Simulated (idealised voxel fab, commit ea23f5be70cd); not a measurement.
process module | voxel plated lines
cross-section cut | 270 nm wide | cells 5 nm
A cross-section is a grid of square cells, given in bands from the top down. A band is one or more rows of cells.
Each band's line starts with the height of the band's top and of its bottom, in nm. Then come its materials from left to right, each with its width in nm. One material with "throughout" fills the band from edge to edge. "air" is empty space.
Height 0 is the level under which the wafer as received is all one material. The lowest band goes on downwards, as in "0 down".
A width such as "30 to 40" changes by the same amount from each row of cells to the next, from the band's top row to its bottom row.
"no change" after a step means that no cell of the cross-section changed.
closed voids: empty space of 8 cells or more with no open way to the top, each as width x height at its distance from the left edge, in nm
after a step's settings: what the simulator itself notes on the step
overlay nm, on a step with a mask: how far to the right of its planned place the mask lay; to the left if negative
plan
1 op RECEIVE | material Si
2 op CONFORMAL_DEP | material SiO2 | thk nm 15
3 op DIRECTIONAL_DEP | material TiN | thk nm 5
4 op PATTERN | tone open | mask id LINES | material resist | width nm 15 | pitch nm 40 | thk nm 25 | overlay nm 0
5 op EPI | material Ru | thk nm 5
6 op EPI | material Ru | thk nm 10
7 op STRIP | etch materials resist
8 op DIRECTIONAL_ETCH | etch materials TiN | depth nm 5
9 op CONFORMAL_DEP | material SiCN | thk nm 5
as received, after step 1
  0 down: Si throughout
  closed voids: none
first wafer at the end, as planned
  40 to 35: air 60 | SiCN 25 | air 15 | SiCN 25 | air 15 | SiCN 25 | air 15 | SiCN 25 | air 65
  35 to 20: air 60 | SiCN 5 | Ru 15 | SiCN 5 | air 15 | SiCN 5 | Ru 15 | SiCN 5 | air 15 | SiCN 5 | Ru 15 | SiCN 5 | air 15 | SiCN 5 | Ru 15 | SiCN 5 | air 65
  20 to 15: SiCN 65 | TiN 15 | SiCN 25 | TiN 15 | SiCN 25 | TiN 15 | SiCN 25 | TiN 15 | SiCN 70
  15 to 0: SiO2 throughout
  0 down: Si throughout
  closed voids: none
second wafer at the end: like start, like plan, one mistake
  40 to 35: air 60 | SiCN 25 | air 15 | SiCN 25 | air 15 | SiCN 25 | air 15 | SiCN 25 | air 65
  35 to 30: air 60 | SiCN 5 | Ru 15 | SiCN 5 | air 15 | SiCN 5 | Ru 15 | SiCN 5 | air 15 | SiCN 5 | Ru 15 | SiCN 5 | air 15 | SiCN 5 | Ru 15 | SiCN 5 | air 65
  30 to 25: SiCN 65 | Ru 15 | SiCN 25 | Ru 15 | SiCN 25 | Ru 15 | SiCN 25 | Ru 15 | SiCN 70
  25 to 20: Ru throughout
  20 to 15: TiN throughout
  15 to 0: SiO2 throughout
  0 down: Si throughout
  closed voids: none
what went wrong: steps 4 and 5 were swapped
at the end the second wafer has, in cells: 42 more of Ru | 16 fewer of SiCN | 42 more of TiN
